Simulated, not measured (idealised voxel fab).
process module | voxel transistor to metal
cross-section cut | 155 nm wide | cells 5 nm
A cross-section is a grid of square cells, given in bands from the top down. A band is one or more rows of cells.
Each band's line starts with the height of the band's top and of its bottom, in nm. Then come its materials from left to right, each with its width in nm. One material with "throughout" fills the band from edge to edge. "air" is empty space.
Height 0 is the level under which the wafer as received is all one material. The lowest band goes on downwards, as in "0 down".
A width such as "30 to 40" changes by the same amount from each row of cells to the next, from the band's top row to its bottom row.
"no change" after a step means that no cell of the cross-section changed.
closed voids: empty space of 8 cells or more with no open way to the top, each as width x height at its distance from the left edge, in nm
after a step's settings: what the simulator itself notes on the step
overlay nm, on a step with a mask: how far to the right of its planned place the mask lay; to the left if negative
plan
1 op RECEIVE | material Si
2 op OXIDIZE | depth nm 5
3 op CONFORMAL_DEP | material SiN | thk nm 15
4 op MASKED_ETCH | tone cover | mask id ACTIVE | width nm 95 | etch materials SiN | depth nm 15 | overlay nm 0
5 op MASKED_ETCH | tone cover | mask id ACTIVE | width nm 95 | etch materials SiO2 | depth nm 5 | overlay nm 0
6 op MASKED_ETCH | tone cover | mask id ACTIVE | width nm 95 | etch materials Si | depth nm 25 | overlay nm 0
7 op OXIDIZE | depth nm 5
8 op FILL_DEP | material SiO2 | thk nm 5
9 op CMP | height nm 15
10 op SELECTIVE_ETCH | etch materials SiO2 | depth nm 10
11 op STRIP | etch materials SiN
12 op SELECTIVE_ETCH | etch materials SiO2 | depth nm 5
13 op OXIDIZE | depth nm 5
14 op DIRECTIONAL_DEP | material polySi | thk nm 20
15 op DIRECTIONAL_DEP | material SiCN | thk nm 10
16 op MASKED_ETCH | tone cover | mask id GATE | width nm 15 | etch materials SiCN | depth nm 20 | overlay nm 0
17 op MASKED_ETCH | tone cover | mask id GATE | width nm 15 | etch materials polySi | depth nm 30 | overlay nm 0
18 op CONFORMAL_DEP | material SiO2 | thk nm 5
19 op DIRECTIONAL_ETCH | etch materials SiO2 | depth nm 5
20 op CONFORMAL_DEP | material SiN | thk nm 10
21 op DIRECTIONAL_ETCH | etch materials SiN | depth nm 10
22 op DIRECTIONAL_ETCH | etch materials SiO2 | depth nm 5
23 op DIRECTIONAL_ETCH | etch materials Si | depth nm 15
24 op EPI | material pSi | thk nm 20
25 op FILL_DEP | material SiO2 | thk nm 10
26 op CMP | height nm 25
27 op DIRECTIONAL_DEP | material SiO2 | thk nm 15
28 op PATTERN | tone open | mask id CONTACT | material resist | width nm 20 | pitch nm 65 | thk nm 15 | overlay nm 0
29 op DIRECTIONAL_ETCH | etch materials SiO2 | depth nm 30
30 op STRIP | etch materials resist
31 op CONFORMAL_DEP | material TiN | thk nm 5
32 op FILL_DEP | material W | thk nm 5
33 op CMP | height nm 40
34 op DIRECTIONAL_DEP | material TiN | thk nm 5
35 op DIRECTIONAL_DEP | material Ru | thk nm 25
36 op PATTERN | tone cover | mask id METAL_1 | material resist | width nm 20 | pitch nm 65 | thk nm 15 | overlay nm 0
37 op DIRECTIONAL_ETCH | etch materials Ru | depth nm 25
38 op DIRECTIONAL_ETCH | etch materials TiN | depth nm 5
39 op STRIP | etch materials resist
40 op FILL_DEP | material lowk | thk nm 10
41 op CMP | height nm 70
42 op CONFORMAL_DEP | material SiCN | thk nm 5
43 op DIRECTIONAL_DEP | material SiO2 | thk nm 35
44 op MASKED_ETCH | tone open | mask id METAL_2_HOLES | width nm 15 | pitch nm 65 | etch materials SiO2 | depth nm 35 | overlay nm 0
45 op PATTERN | tone open | mask id METAL_2 | material resist | width nm 20 | pitch nm 65 | thk nm 20 | overlay nm 0
46 op DIRECTIONAL_ETCH | etch materials SiO2 | depth nm 20
47 op DIRECTIONAL_ETCH | etch materials SiCN | depth nm 5
48 op STRIP | etch materials resist
49 op CONFORMAL_DEP | material TiN | thk nm 5
50 op FILL_DEP | material Ru | thk nm 5
51 op CMP | height nm 110
52 op CONFORMAL_DEP | material SiCN | thk nm 5
as received, after step 1
  0 down: Si throughout
  closed voids: none
first wafer at the end, as planned
  115 to 110: SiCN throughout
  110 to 95: SiO2 35 | TiN 5 | Ru 10 | TiN 5 | SiO2 45 | TiN 5 | Ru 10 | TiN 5 | SiO2 35
  95 to 90: SiO2 35 | TiN 5 | Ru 5 | TiN 10 | SiO2 45 | TiN 5 | Ru 5 | TiN 10 | SiO2 35
  90 to 75: SiO2 35 | TiN 5 | Ru 5 | TiN 5 | SiO2 50 | TiN 5 | Ru 5 | TiN 5 | SiO2 40
  75 to 70: SiCN 35 | TiN 15 | SiCN 50 | TiN 15 | SiCN 40
  70 to 45: lowk 35 | Ru 20 | lowk 45 | Ru 20 | lowk 35
  45 to 40: lowk 35 | TiN 20 | lowk 45 | TiN 20 | lowk 35
  40 to 25: SiO2 35 | TiN 5 | W 10 | TiN 5 | SiO2 45 | TiN 5 | W 10 | TiN 5 | SiO2 35
  25 to 15: SiO2 35 | TiN 5 | W 10 | TiN 5 | SiN 10 | SiO2 5 | SiCN 15 | SiO2 5 | SiN 10 | TiN 5 | W 10 | TiN 5 | SiO2 35
  15 to 10: SiO2 35 | TiN 20 | SiN 10 | SiO2 5 | polySi 15 | SiO2 5 | SiN 10 | TiN 20 | SiO2 35
  10 to 0: SiO2 30 | pSi 25 | SiN 10 | SiO2 5 | polySi 15 | SiO2 5 | SiN 10 | pSi 25 | SiO2 30
  0 to -5: SiO2 30 | SiN 10 | pSi 15 | SiN 10 | SiO2 5 | polySi 15 | SiO2 5 | SiN 10 | pSi 15 | SiN 10 | SiO2 30
  -5 to -10: SiO2 40 | pSi 15 | SiO2 45 | pSi 15 | SiO2 40
  -10 to -25: SiO2 35 | Si 5 | pSi 15 | Si 45 | pSi 15 | Si 5 | SiO2 35
  -25 to -35: SiO2 35 | Si 85 | SiO2 35
  -35 down: Si throughout
  closed voids: none
second wafer at the end: like start, like plan, one mistake
  115 to 110: SiCN throughout
  110 to 95: SiO2 35 | TiN 5 | Ru 10 | TiN 5 | SiO2 45 | TiN 5 | Ru 10 | TiN 5 | SiO2 35
  95 to 90: SiO2 35 | TiN 5 | Ru 5 | TiN 10 | SiO2 45 | TiN 5 | Ru 5 | TiN 10 | SiO2 35
  90 to 75: SiO2 35 | TiN 5 | Ru 5 | TiN 5 | SiO2 50 | TiN 5 | Ru 5 | TiN 5 | SiO2 40
  75 to 70: SiCN 35 | TiN 15 | SiCN 50 | TiN 15 | SiCN 40
  70 to 45: lowk 35 | Ru 20 | lowk 45 | Ru 20 | lowk 35
  45 to 40: lowk 35 | TiN 20 | lowk 45 | TiN 20 | lowk 35
  40 to 25: SiO2 35 | TiN 5 | W 10 | TiN 5 | SiO2 45 | TiN 5 | W 10 | TiN 5 | SiO2 35
  25 to 15: SiO2 35 | TiN 5 | W 10 | TiN 5 | SiN 10 | SiO2 5 | SiCN 15 | SiO2 5 | SiN 10 | TiN 5 | W 10 | TiN 5 | SiO2 35
  15 to 10: SiO2 35 | TiN 20 | SiN 10 | SiO2 5 | polySi 15 | SiO2 5 | SiN 10 | TiN 20 | SiO2 35
  10 to 0: SiO2 25 | pSi 30 | SiN 10 | SiO2 5 | polySi 15 | SiO2 5 | SiN 10 | pSi 20 | SiO2 35
  0 to -5: SiO2 25 | SiN 10 | pSi 20 | SiN 10 | SiO2 5 | polySi 15 | SiO2 5 | SiN 10 | pSi 10 | SiN 10 | SiO2 35
  -5 to -10: SiO2 35 | pSi 20 | SiO2 45 | pSi 10 | SiO2 45
  -10 to -25: SiO2 30 | Si 5 | pSi 20 | Si 45 | pSi 10 | Si 10 | SiO2 35
  -25 to -35: SiO2 30 | Si 90 | SiO2 35
  -35 down: Si throughout
  closed voids: none
what went wrong: step 4 ran as: op MASKED_ETCH | tone cover | mask id ACTIVE | width nm 95 | etch materials SiN | depth nm 15 | overlay nm -5
at the end the second wafer has, in cells: 5 more of Si | 5 fewer of SiO2
